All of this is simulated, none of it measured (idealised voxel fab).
Herein follows the process module entitled voxel plated lines.
Each square cell in cross-section cut measures 5 nm, and the section as a whole is 190 nm wide.
We lay out every cross-section as a grid of square cells and spell it out in bands from the top down, where one band means one or more rows of cells. Band: top and bottom heights (nm) first, top before bottom; then materials from left to right, widths in nm. "full width" marks a sole material filling the band edge to edge. "air" denotes empty space. The reference from which all heights are counted is 0, the level beneath which the as-received wafer is entirely one material; the lowest band, having no lower bound, proceeds downward and is written after the example "0 nm and below". The notation "30->40" denotes a width that varies across the rows of cells in the band, beginning at the first number in the top row, finishing at the second number in the bottom row, and changing by an identical amount from each row to the next. The cross-section has no changed cell in any step marked "nothing got changed". The entry "Catalogued sealed voids" lists the empty spaces that cover at least 8 cells and have no open path to the top. Each is written as width x height at distance, where the distance is measured from the left edge and all three values are in nm. Read whatever lies past the settings on a step's line as the simulator's own remark about the step. "overlay nm" denotes, for a step that has a mask, the displacement of the mask to the right of its planned place, with negative values corresponding to the left.
Process steps foreseen in the plan:
1. RECEIVE, material Si
2. CONFORMAL_DEP, material Al2O3, thk nm 15
3. DIRECTIONAL_DEP, material TiN, thk nm 5
4. PATTERN, tone open, mask id LINES, material resist, width nm 20, pitch nm 40, thk nm 15, overlay nm 0
5. EPI, material Ru, thk nm 10
6. STRIP, etch materials resist
7. DIRECTIONAL_ETCH, etch materials TiN, depth nm 5
8. CONFORMAL_DEP, material SiCN, thk nm 5
Step 1 complete: cross-section of the wafer as received:
	0 nm and below: Si full width
	Catalogued sealed voids: none
Cross-sectional result after module completion. Note: starting condition and plan are unchanged from above; one processing mistake was made:
	35 nm to 30 nm: air 40 nm, TiN 30 nm, air 10 nm, TiN 30 nm, air 10 nm, TiN 30 nm, air 40 nm
	30 nm to 20 nm: air 40 nm, TiN 5 nm, Ru 20 nm, TiN 5 nm, air 10 nm, TiN 5 nm, Ru 20 nm, TiN 5 nm, air 10 nm, TiN 5 nm, Ru 20 nm, TiN 5 nm, air 40 nm
	20 nm to 15 nm: TiN full width
	15 nm to 0 nm: Al2O3 full width
	0 nm and below: Si full width
	Catalogued sealed voids: none
Deviation from plan: step 8: run off-plan, actual operation and settings CONFORMAL_DEP, material TiN, thk nm 5
